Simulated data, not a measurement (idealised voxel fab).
Name of the process module below: voxel self aligned contacts
Cross-section cut: width 250 nm, square cells of 5 nm.
Cross-section spec: square-cell grid; bands listed top down; each band is one or more rows.
Per band: top height and bottom height in nm, followed by the left-to-right materials and their widths in nm; "throughout" marks a single material spanning edge to edge, "empty" marks empty space.
For the purposes of this specification, 0 denotes the height below which the wafer in its as-received condition is composed wholly of one material, and the lowermost band, lacking a lower limit, extends downward without end, as expressed in "0 -> down".
Quick explanation for "30 to 40": the width changes in equal steps down the rows of cells, from the first number in the band's top row to the second number in its bottom row.
A step reported as "changes: none" is a step in which no cell of the cross-section changed.
In "Internal closed voids" the enclosed voids are listed, meaning empty spaces of 8 cells or larger without any opening to the top. The form is width x height at distance, distance from the left edge, units nm.
Formally, on a step line, whatever follows the settings is a remark that the simulator itself makes on the step.
overlay nm: step with mask; distance mask lay right of planned place; negative value = left of planned place.
[Process steps foreseen in the plan]
1) RECEIVE [material Si]
2) OXIDIZE [depth nm 5]
3) DIRECTIONAL_DEP [material polySi] [thk nm 25]
4) DIRECTIONAL_DEP [material SiN] [thk nm 25]
5) DIRECTIONAL_DEP [material aC] [thk nm 15]
6) PATTERN [tone cover] [mask id GATE] [material resist] [width nm 25] [pitch nm 65] [thk nm 30] [overlay nm -15]
7) DIRECTIONAL_ETCH [etch materials aC] [depth nm 15]
8) STRIP [etch materials resist]
9) DIRECTIONAL_ETCH [etch materials SiN] [depth nm 25]
10) DIRECTIONAL_ETCH [etch materials polySi] [depth nm 25]
11) STRIP [etch materials aC]
12) CONFORMAL_DEP [material SiN] [thk nm 10]
13) DIRECTIONAL_ETCH [etch materials SiN] [depth nm 10]
14) FILL_DEP [material SiO2] [thk nm 15]
15) CMP [height nm 60]
16) PATTERN [tone open] [mask id CONTACT] [material resist] [width nm 50] [pitch nm 65] [thk nm 20] [overlay nm 0]
17) DIRECTIONAL_ETCH [etch materials SiO2] [depth nm 65]
18) STRIP [etch materials resist]
19) CONFORMAL_DEP [material TiN] [thk nm 5]
20) FILL_DEP [material W] [thk nm 5]
21) CMP [height nm 60]
22) CONFORMAL_DEP [material SiN] [thk nm 5]
Variable across wafers: step 6 overlay nm (plan value is that of the first wafer; starting state common to all).
[As-received state after step 1, first of several wafers, cross-section]
> 0 -> down = Si throughout
> Internal closed voids: none
[first wafer at the end, after step 22]
> 65 -> 60 = SiN throughout
> 60 -> 50 = SiO2 (65) / TiN (5) / W (40 to 10) / TiN (5 to 35) / SiO2 (15) / TiN (5) / W (40 to 10) / TiN (5 to 35) / SiO2 (70)
> 50 -> 25 = SiO2 (20) / SiN (45) / TiN (5) / W (10) / TiN (5) / SiN (45) / TiN (5) / W (10) / TiN (5) / SiN (45) / SiO2 (55)
> 25 -> 0 = SiO2 (20) / SiN (10) / polySi (25) / SiN (10) / TiN (5) / W (10) / TiN (5) / SiN (10) / polySi (25) / SiN (10) / TiN (5) / W (10) / TiN (5) / SiN (10) / polySi (25) / SiN (10) / SiO2 (55)
> 0 -> -5 = SiO2 (65) / TiN (20) / SiO2 (45) / TiN (20) / SiO2 (100)
> -5 -> down = Si throughout
> Internal closed voids: none
[Cross-section at module completion, last wafer]
> 65 -> 60 = SiN throughout
> 60 -> 50 = SiO2 (65) / TiN (5 to 35) / W (40 to 10) / TiN (5) / SiO2 (15) / TiN (5 to 35) / W (40 to 10) / TiN (5) / SiO2 (70)
> 50 -> 25 = SiO2 (50) / SiN (45) / TiN (5) / W (10) / TiN (5) / SiN (45) / TiN (5) / W (10) / TiN (5) / SiN (45) / SiO2 (25)
> 25 -> 0 = SiO2 (50) / SiN (10) / polySi (25) / SiN (10) / TiN (5) / W (10) / TiN (5) / SiN (10) / polySi (25) / SiN (10) / TiN (5) / W (10) / TiN (5) / SiN (10) / polySi (25) / SiN (10) / SiO2 (25)
> 0 -> -5 = SiO2 (95) / TiN (20) / SiO2 (45) / TiN (20) / SiO2 (70)
> -5 -> down = Si throughout
> Internal closed voids: none
[Rows = wafers. At module end, each row lists per material the cells gained (+) or lost (-) since the wafer was received, then the closed voids]
overlay nm -15, -50 Si, +245 SiN, +252 SiO2, +68 TiN, +60 W, +75 polySi, Internal closed voids: none
overlay nm -10, -50 Si, +245 SiN, +252 SiO2, +68 TiN, +60 W, +75 polySi, Internal closed voids: none
overlay nm -5, -50 Si, +245 SiN, +252 SiO2, +68 TiN, +60 W, +75 polySi, Internal closed voids: none
overlay nm 0, -50 Si, +245 SiN, +252 SiO2, +68 TiN, +60 W, +75 polySi, Internal closed voids: none
overlay nm 5, -50 Si, +245 SiN, +252 SiO2, +68 TiN, +60 W, +75 polySi, Internal closed voids: none
overlay nm 10, -50 Si, +245 SiN, +252 SiO2, +68 TiN, +60 W, +75 polySi, Internal closed voids: none
overlay nm 15, -50 Si, +245 SiN, +252 SiO2, +68 TiN, +60 W, +75 polySi, Internal closed voids: none
